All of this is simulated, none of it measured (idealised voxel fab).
The name of this process module is voxel released beams.
Cross-sectional view cut (width: 280 nm; square cell size: 5 nm).
Notation: cross-section as square-cell grid; stated in bands, top first, going down; one or more cell rows per band. Look at the band entry: it leads with the top's height and the bottom's height in nm. Then it lists the materials left to right, with a width in nm for each. The word "throughout" on a single material says that material fills the band edge to edge. The word "empty" is empty space. Height reference: 0 = level under which incoming wafer is all one material. Lowest band: no bottom, runs on downward, e.g. "0 and below". Graded width ("30->40"): value in top row of band = first number; value in bottom row = second number; row-to-row change constant. When a step is marked "remained unchanged", none of the cells in the cross-section changed during that step. "Closed void inventory" lists enclosed empty spaces (at least 8 cells, no open path upward to the top), each as width x height at distance from the left edge, in nm. Whatever follows a step's settings on its line is a remark the simulator itself makes about that step. On any step carrying a mask, the "overlay nm" setting, if present on the step's line, tells how far right of its planned place the mask lay; negative values point to the left.

**This section lists the process steps that were planned**
| 1 | RECEIVE: material Si |
| 2 | CONFORMAL_DEP: material Al2O3, thk nm 10 |
| 3 | DIRECTIONAL_DEP: material SiO2, thk nm 20 |
| 4 | PATTERN: tone open, mask id ANCHOR, material resist, width nm 25, thk nm 20, overlay nm 0 |
| 5 | DIRECTIONAL_ETCH: etch materials SiO2, depth nm 20 |
| 6 | STRIP: etch materials resist |
| 7 | CONFORMAL_DEP: material SiN, thk nm 10 |
| 8 | DIRECTIONAL_DEP: material aC, thk nm 10 |
| 9 | PATTERN: tone cover, mask id BEAM, material resist, width nm 70, thk nm 30, overlay nm 0 |
| 10 | DIRECTIONAL_ETCH: etch materials aC, depth nm 5 |
| 11 | STRIP: etch materials resist |
| 12 | DIRECTIONAL_ETCH: etch materials SiN, depth nm 10 |
| 13 | STRIP: etch materials aC |
| 14 | STRIP: etch materials SiO2 |
The value of depth nm given for step 10 in the plan refers to the first wafer; the wafers vary in this setting and are alike at the start.

**Cross-section, first of several wafers, as delivered after step 1**
  0 and below = Si throughout
  Closed void inventory: none

**wafer rows; end of module; cells per material since receipt: (+) gained, (-) lost; then closed voids**
depth nm 5; +112 Al2O3; +128 SiN; +204 SiO2; Closed void inventory: none
depth nm 10; +112 Al2O3; +44 SiN; Closed void inventory: none
depth nm 15; +112 Al2O3; +44 SiN; Closed void inventory: none
depth nm 20; +112 Al2O3; +44 SiN; Closed void inventory: none
depth nm 25; +112 Al2O3; +44 SiN; Closed void inventory: none
